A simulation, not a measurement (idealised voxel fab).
The following process module bears the name voxel gate over fins.
Section cut is 220 nm wide and gridded with 5 nm square cells.
We lay out every cross-section as a grid of square cells and spell it out in bands from the top down, where one band means one or more rows of cells.
Heights first: top, then bottom, in nm. Then materials, left to right, each with a width in nm. "all across" on a single material: fills the band edge to edge. "blank": empty space.
Below 0: as-received wafer, all one material; heights counted from there. Lowest band: no bottom, goes on down, written "0 and below".
Read "30->40" as a graded width: first number on top, second number at the bottom, same change between each pair of neighbouring rows.
Any step labelled "changes: none" changed none of the cells in the cross-section.
"Sealed internal cavities" means: voids of 8 cells or more that are shut off from the top with no open way through. Written width x height at distance, distance from the left edge, in nm.
It should be noted that, on the line of a given step, the content following the step's settings is a remark produced by the simulator itself with respect to that step.
A step's line can hold "overlay nm"; with a mask on that step, the setting says how far right of the planned place the mask lay, while a negative setting says it lay to the left.
INTENDED PROCESS STEPS
1: op RECEIVE | material Si
2: op CONFORMAL_DEP | material SiN | thk nm 5
3: op DIRECTIONAL_DEP | material aC | thk nm 10
4: op PATTERN | tone cover | mask id FINS | material resist | width nm 15 | pitch nm 40 | thk nm 25 | overlay nm 0
5: op DIRECTIONAL_ETCH | etch materials aC | depth nm 10
6: op STRIP | etch materials resist
7: op DIRECTIONAL_ETCH | etch materials SiN | depth nm 5
8: op DIRECTIONAL_ETCH | etch materials Si | depth nm 30
9: op STRIP | etch materials aC
10: op FILL_DEP | material SiO2 | thk nm 10
11: op CMP | height nm 5
12: op SELECTIVE_ETCH | etch materials SiO2 | depth nm 20
13: op STRIP | etch materials SiN
14: op CONFORMAL_DEP | material HfO2 | thk nm 5
15: op CONFORMAL_DEP | material TiN | thk nm 5
16: op FILL_DEP | material W | thk nm 15
17: op CMP | height nm 20
18: op CONFORMAL_DEP | material SiN | thk nm 5
SHOWN IN CROSS-SECTION IS THE WAFER AS RECEIVED, THAT IS, AS IT STANDS AFTER STEP 1
* 0 and below | Si all across
* Sealed internal cavities: none
FINAL WAFER PROFILE IN CROSS-SECTION AFTER THE MODULE, FROM THE SAME START AND PLAN AS ABOVE, WITH ONE MISTAKE MADE DURING PROCESSING
* 25 down to 20 | SiN all across
* 20 down to 10 | W all across
* 10 down to 5 | 70 nm W, 35 nm TiN, 5 nm W, 35 nm TiN, 75 nm W
* 5 down to 0 | 70 nm W, 5 nm TiN, 25 nm HfO2, 5 nm TiN, 5 nm W, 5 nm TiN, 25 nm HfO2, 5 nm TiN, 75 nm W
* 0 down to -5 | 70 nm W, 5 nm TiN, 5 nm HfO2, 15 nm Si, 5 nm HfO2, 5 nm TiN, 5 nm W, 5 nm TiN, 5 nm HfO2, 15 nm Si, 5 nm HfO2, 5 nm TiN, 75 nm W
* -5 down to -10 | 75 nm TiN, 5 nm HfO2, 15 nm Si, 5 nm HfO2, 15 nm TiN, 5 nm HfO2, 15 nm Si, 5 nm HfO2, 80 nm TiN
* -10 down to -15 | 80 nm HfO2, 15 nm Si, 25 nm HfO2, 15 nm Si, 85 nm HfO2
* -15 down to -60 | 80 nm SiO2, 15 nm Si, 25 nm SiO2, 15 nm Si, 85 nm SiO2
* -60 and below | Si all across
* Sealed internal cavities: none
The mistake made against the process plan was this: step 8 of the plan was performed twice
